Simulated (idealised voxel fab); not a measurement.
process module | voxel tone inversion
cross-section cut | 230 nm wide | cells 5 nm
A cross-section is a grid of square cells, given in bands from the top down. A band is one or more rows of cells.
Each band's line starts with the height of the band's top and of its bottom, in nm. Then come its materials from left to right, each with its width in nm. One material with "throughout" fills the band from edge to edge. "air" is empty space.
Height 0 is the level under which the wafer as received is all one material. The lowest band goes on downwards, as in "0 down".
A width such as "30 to 40" changes by the same amount from each row of cells to the next, from the band's top row to its bottom row.
"no change" after a step means that no cell of the cross-section changed.
closed voids: empty space of 8 cells or more with no open way to the top, each as width x height at its distance from the left edge, in nm
after a step's settings: what the simulator itself notes on the step
overlay nm, on a step with a mask: how far to the right of its planned place the mask lay; to the left if negative
plan
1 op RECEIVE | material Si
2 op CONFORMAL_DEP | material SiCN | thk nm 10
3 op DIRECTIONAL_DEP | material polySi | thk nm 20
4 op PATTERN | tone cover | mask id POSTS | material resist | width nm 15 | pitch nm 40 | thk nm 30 | overlay nm 0
5 op DIRECTIONAL_ETCH | etch materials polySi | depth nm 20
6 op STRIP | etch materials resist
7 op FILL_DEP | material lowk | thk nm 10
8 op CMP | height nm 30
9 op STRIP | etch materials polySi
10 op CONFORMAL_DEP | material TiN | thk nm 5
11 op FILL_DEP | material Ru | thk nm 10
12 op CMP | height nm 30
13 op CONFORMAL_DEP | material SiN | thk nm 5
as received, after step 1
  0 down: Si throughout
  closed voids: none
first wafer at the end, as planned
  35 to 30: SiN throughout
  30 to 15: lowk 65 | TiN 5 | Ru 5 | TiN 5 | lowk 25 | TiN 5 | Ru 5 | TiN 5 | lowk 25 | TiN 5 | Ru 5 | TiN 5 | lowk 70
  15 to 10: lowk 65 | TiN 15 | lowk 25 | TiN 15 | lowk 25 | TiN 15 | lowk 70
  10 to 0: SiCN throughout
  0 down: Si throughout
  closed voids: none
second wafer at the end: like start, like plan, one mistake
  35 to 30: SiN throughout
  30 to 25: TiN 70 | Ru 5 | TiN 35 | Ru 5 | TiN 35 | Ru 5 | TiN 75
  25 to 15: lowk 65 | TiN 5 | Ru 5 | TiN 5 | lowk 25 | TiN 5 | Ru 5 | TiN 5 | lowk 25 | TiN 5 | Ru 5 | TiN 5 | lowk 70
  15 to 10: lowk 65 | TiN 15 | lowk 25 | TiN 15 | lowk 25 | TiN 15 | lowk 70
  10 to 0: SiCN throughout
  0 down: Si throughout
  closed voids: none
what went wrong: step 8 ran as: op CMP | height nm 25
at the end the second wafer has, in cells: 37 more of TiN | 37 fewer of lowk
